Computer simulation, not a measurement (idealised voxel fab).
A process module follows: voxel ribs on slabs.
The width of the displayed cross-section, cut, is 190 nm; its cells are square, with a size of 5 nm.
For the purposes of this document, a cross-section shall be understood as a grid of square cells, specified as bands listed in top-to-bottom order, each band consisting of one or more rows of cells.
Top, bottom (nm), then materials left to right with widths (nm); lone material tagged "all across" fills the whole band edge to edge; "blank" = empty space.
Heights are measured from 0, the level below which the as-received wafer is all one material; the lowest band has no bottom and continues downward, written as in "0..down".
A width such as "30..40" changes by the same amount from each row of cells to the next, from the band's top row to its bottom row.
Given "remained unchanged" for a step, no cell of the cross-section differs between before and after that step.
"Closed cavity list" enumerates empty spaces isolated from the top, with no open way to it, that contain at least 8 cells, giving each as width x height at distance from the left edge, all three in nm.
Read whatever lies past the settings on a step's line as the simulator's own remark about the step.
"overlay nm" answers the question of how far to the right of plan the mask lay on a step that has a mask, and when it is negative the answer is to the left.
**Listed below are the process steps as planned**
1 RECEIVE: material Si
2 DIRECTIONAL_DEP: material SiO2, thk nm 25
3 DIRECTIONAL_DEP: material polySi, thk nm 15
4 DIRECTIONAL_DEP: material aC, thk nm 15
5 PATTERN: tone cover, mask id RIB, material resist, width nm 30, thk nm 30, overlay nm 0
6 DIRECTIONAL_ETCH: etch materials aC, depth nm 15
7 STRIP: etch materials resist
8 DIRECTIONAL_ETCH: etch materials polySi, depth nm 10
9 STRIP: etch materials aC
10 DIRECTIONAL_DEP: material aC, thk nm 10
11 PATTERN: tone cover, mask id SLAB, material resist, width nm 60, thk nm 25, overlay nm 0
12 DIRECTIONAL_ETCH: etch materials aC, depth nm 10
13 STRIP: etch materials resist
14 DIRECTIONAL_ETCH: etch materials polySi, depth nm 5
15 STRIP: etch materials aC
16 FILL_DEP: material SiO2, thk nm 15
17 CMP: height nm 50
18 DIRECTIONAL_DEP: material TiN, thk nm 5
19 DIRECTIONAL_DEP: material aC, thk nm 10
20 PATTERN: tone cover, mask id HEATER, material resist, width nm 40, thk nm 30, overlay nm 0
21 DIRECTIONAL_ETCH: etch materials aC, depth nm 10
22 STRIP: etch materials resist
23 DIRECTIONAL_ETCH: etch materials TiN, depth nm 5
24 STRIP: etch materials aC
25 CONFORMAL_DEP: material SiO2, thk nm 5
**Here's what the wafer looked like in cross-section when it arrived - that's after step 1**
    0..down = Si all across
    Closed cavity list: none
**Post-module cross-section: identical start and plan to those above, one misstep in execution**
    60..55 = SiO2 all across
    55..50 = polySi all across
    50..40 = SiO2 all across
    40..30 = SiO2 80 nm; polySi 30 nm; SiO2 80 nm
    30..25 = SiO2 65 nm; polySi 60 nm; SiO2 65 nm
    25..0 = SiO2 all across
    0..down = Si all across
    Closed cavity list: none
Misprocessing identified: step 18 did not use the planned setting and instead ran as DIRECTIONAL_DEP: material polySi, thk nm 5
